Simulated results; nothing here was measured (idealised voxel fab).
The document below concerns the process module designated voxel local oxidation.
Cross-section cut spans 300 nm and uses square cells 5 nm in size.
Throughout this document, each cross-section is represented as a grid of square cells and is presented as a sequence of bands enumerated from the top downward, where a band comprises one or more rows of cells. This entry defines a band. It first specifies the height of the band's top and the height of its bottom in nm, and then specifies the band's materials from left to right, stating each material with its width in nm. The word "throughout" identifies a single material that fills the band from edge to edge, while the word "blank" identifies empty space. We count height from 0. Below that, the starting wafer is all one material. The lowest band never ends at the bottom but goes on down; see "0 nm and below" for how that is written. Width: "30..40" (first number = top row, second number = bottom row, same change from row to row of cells). "all unchanged" after a step means that no cell of the cross-section changed. What "Entrapped void list" gives you is every empty space of 8 cells or more that is cut off from the top. Each appears as width x height at distance, with the distance taken from the left edge and width, height and distance all in nm. Step line, after settings: the simulator's comment on this step. Each step line may optionally specify "overlay nm", which for a step with a mask gives the rightward distance between the mask's planned place and where it lay, a negative value indicating the leftward direction.
These are the steps we planned for the process
1. RECEIVE: material Si
2. OXIDIZE: depth nm 5
3. CONFORMAL_DEP: material SiN, thk nm 10
4. MASKED_ETCH: tone cover, mask id ACTIVE, width nm 120, etch materials SiN, depth nm 10, overlay nm 0
5. SELECTIVE_ETCH: etch materials SiO2, depth nm 5
6. OXIDIZE: depth nm 10
7. STRIP: etch materials SiN
Don't read the plan's width nm for step 4 as applying to every wafer: that's the first wafer's value, and the wafers differ in it, though they all start identical.
First wafer of several, as received: cross-section after step 1
	0 nm and below: Si throughout
	Entrapped void list: none
Cross-section after step 7, the final step of the module, for the first of several wafers
	0 nm to -5 nm: blank=95, SiO2=110, blank=95
	-5 nm to -15 nm: SiO2=105, Si=90, SiO2=105
	-15 nm and below: Si throughout
	Entrapped void list: none
A cross-section through the last wafer at the close of the module
	0 nm to -5 nm: blank=85, SiO2=135, blank=80
	-5 nm to -15 nm: SiO2=95, Si=115, SiO2=90
	-15 nm and below: Si throughout
	Entrapped void list: none
End of module, by wafer: material-by-material cell gain (+) or loss (-) since receipt, then closed voids
width nm 120 | -144 Si | +106 SiO2 | Entrapped void list: none
width nm 125 | -142 Si | +105 SiO2 | Entrapped void list: none
width nm 130 | -140 Si | +104 SiO2 | Entrapped void list: none
width nm 135 | -138 Si | +103 SiO2 | Entrapped void list: none
width nm 140 | -136 Si | +102 SiO2 | Entrapped void list: none
width nm 145 | -134 Si | +101 SiO2 | Entrapped void list: none
